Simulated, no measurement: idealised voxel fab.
Herein follows the process module entitled voxel self aligned contacts.
Shown is cross-section cut, with a width of 170 nm and square cells of size 5 nm.
We lay out every cross-section as a grid of square cells and spell it out in bands from the top down, where one band means one or more rows of cells. Band: top height; bottom height; in nm. Then, left to right: material with width in nm, for each material. "everywhere": a single material spanning edge to edge. "air": empty space. Heights are expressed relative to 0, this being the level below which the as-received wafer comprises one material exclusively. The lowest band is unbounded in the downward direction and is denoted as in "from 0 down". A width given as "30->40" starts at the first number in the band's top row and ends at the second number in its bottom row, shifting by an equal amount at every step from row to row. "remains unaltered", as given for a step, is the statement that not any cell of the cross-section underwent a change during that step. Under "Enclosed cavities" you'll find the enclosed gaps, the ones with no way out to the top, that are 8 cells or bigger; each reads width x height at distance, with distance counted from the left edge, everything in nm. Step line, after settings: the simulator's comment on this step. When a step includes a mask, the "overlay nm" setting on its line states how far to the right of its planned place that mask lay, and negative values state how far to the left.
## This section lists the process steps that were planned
1) RECEIVE (material Si)
2) OXIDIZE (depth nm 5)
3) DIRECTIONAL_DEP (material polySi; thk nm 20)
4) DIRECTIONAL_DEP (material SiN; thk nm 15)
5) DIRECTIONAL_DEP (material aC; thk nm 10)
6) PATTERN (tone cover; mask id GATE; material resist; width nm 35; pitch nm 65; thk nm 25; overlay nm -15)
7) DIRECTIONAL_ETCH (etch materials aC; depth nm 10)
8) STRIP (etch materials resist)
9) DIRECTIONAL_ETCH (etch materials SiN; depth nm 15)
10) DIRECTIONAL_ETCH (etch materials polySi; depth nm 20)
11) STRIP (etch materials aC)
12) CONFORMAL_DEP (material SiN; thk nm 5)
13) DIRECTIONAL_ETCH (etch materials SiN; depth nm 5)
14) FILL_DEP (material SiO2; thk nm 15)
15) CMP (height nm 40)
16) DIRECTIONAL_DEP (material aC; thk nm 15)
17) PATTERN (tone open; mask id CONTACT; material resist; width nm 50; thk nm 30; overlay nm 0)
18) DIRECTIONAL_ETCH (etch materials aC; depth nm 15)
19) STRIP (etch materials resist)
20) DIRECTIONAL_ETCH (etch materials SiO2; depth nm 45)
21) STRIP (etch materials aC)
22) CONFORMAL_DEP (material TiN; thk nm 5)
23) FILL_DEP (material W; thk nm 10)
24) CMP (height nm 40)
25) CONFORMAL_DEP (material SiCN; thk nm 5)
Don't read the plan's overlay nm for step 6 as applying to every wafer: that's the first wafer's value, and the wafers differ in it, though they all start identical.
## The first of several wafers in cross-section, exactly as it reached us after step 1
  from 0 down = Si everywhere
  Enclosed cavities: none
## Below is a per-wafer table. In it, each row describes the wafer at the end of the module by giving, for each material, the number of cells gained (+) or lost (-) since the wafer was received, and after that the closed voids of the wafer
overlay nm -15, -34 Si, +34 SiCN, +70 SiN, +138 SiO2, +26 TiN, +16 W, +56 polySi, Enclosed cavities: none
overlay nm -10, -34 Si, +34 SiCN, +70 SiN, +138 SiO2, +26 TiN, +16 W, +56 polySi, Enclosed cavities: none
overlay nm -5, -34 Si, +34 SiCN, +70 SiN, +138 SiO2, +26 TiN, +16 W, +56 polySi, Enclosed cavities: none
overlay nm 0, -34 Si, +34 SiCN, +70 SiN, +138 SiO2, +26 TiN, +16 W, +56 polySi, Enclosed cavities: none
overlay nm 5, -34 Si, +34 SiCN, +70 SiN, +138 SiO2, +26 TiN, +16 W, +56 polySi, Enclosed cavities: none
overlay nm 10, -34 Si, +34 SiCN, +70 SiN, +138 SiO2, +26 TiN, +16 W, +56 polySi, Enclosed cavities: none
overlay nm 15, -34 Si, +34 SiCN, +70 SiN, +138 SiO2, +26 TiN, +16 W, +56 polySi, Enclosed cavities: none
